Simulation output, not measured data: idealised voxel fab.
Presented below is a process module, voxel local oxidation.
FYI the section here is cut, 295 nm wide, cells are 5 nm squares.
Think of the cross-section as a grid of square cells. We describe it in bands, top to bottom, and each band covers one or more rows of those cells. Heads up on the band format: heights come first, top then bottom, in nm. After that it's the materials left to right, each with its width in nm. A single material flagged "edge to edge" fills the whole band edge to edge, and "empty" means there's empty space there. Counting heights begins at 0, where everything beneath is, in the wafer as received, one material. The lowest band has no bottom; it goes on downwards, as "0..down" shows. You'd read "30 to 40" like this: the band's top row of cells is as wide as the first number, its bottom row is as wide as the second, and going down, every row changes width by the same amount as the row before did. No cell of the cross-section changed in a step that is given as "no modifications". Voids, fully enclosed: empty space of 8 cells or more with no open way to the top, each as width x height at its distance from the left edge, in nm. Anything after a step's settings on that line? It's the simulator's own note about the step. overlay nm: where the mask lay relative to plan, measured to the right, on steps with a mask; negatives go left.

PROCESS STEPS - PLAN
1: RECEIVE, material Si
2: CONFORMAL_DEP, material SiO2, thk nm 5
3: CONFORMAL_DEP, material SiN, thk nm 15
4: PATTERN, tone cover, mask id ACTIVE, material resist, width nm 120, thk nm 15, overlay nm -15
5: DIRECTIONAL_ETCH, etch materials SiN, depth nm 15
6: STRIP, etch materials resist
7: SELECTIVE_ETCH, etch materials SiO2, depth nm 5
8: OXIDIZE, depth nm 10
9: STRIP, etch materials SiN
All wafers enter the flow in the same state. The overlay nm at step 4 differs from wafer to wafer, and the plan gives the value for the first wafer.

FIRST WAFER OF SEVERAL, AS RECEIVED: CROSS-SECTION AFTER STEP 1
	0..down: Si edge to edge
	Voids, fully enclosed: none

EACH WAFER AT THE END: CELLS OF EACH MATERIAL GAINED (+) OR LOST (-) SINCE IT WAS RECEIVED, THEN ITS CLOSED VOIDS
overlay nm -15 | -82 Si | +104 SiO2 | Voids, fully enclosed: none
overlay nm -10 | -82 Si | +104 SiO2 | Voids, fully enclosed: none
overlay nm -5 | -82 Si | +104 SiO2 | Voids, fully enclosed: none
overlay nm 0 | -82 Si | +104 SiO2 | Voids, fully enclosed: none
overlay nm 5 | -82 Si | +104 SiO2 | Voids, fully enclosed: none
overlay nm 10 | -82 Si | +104 SiO2 | Voids, fully enclosed: none
overlay nm 15 | -82 Si | +104 SiO2 | Voids, fully enclosed: none
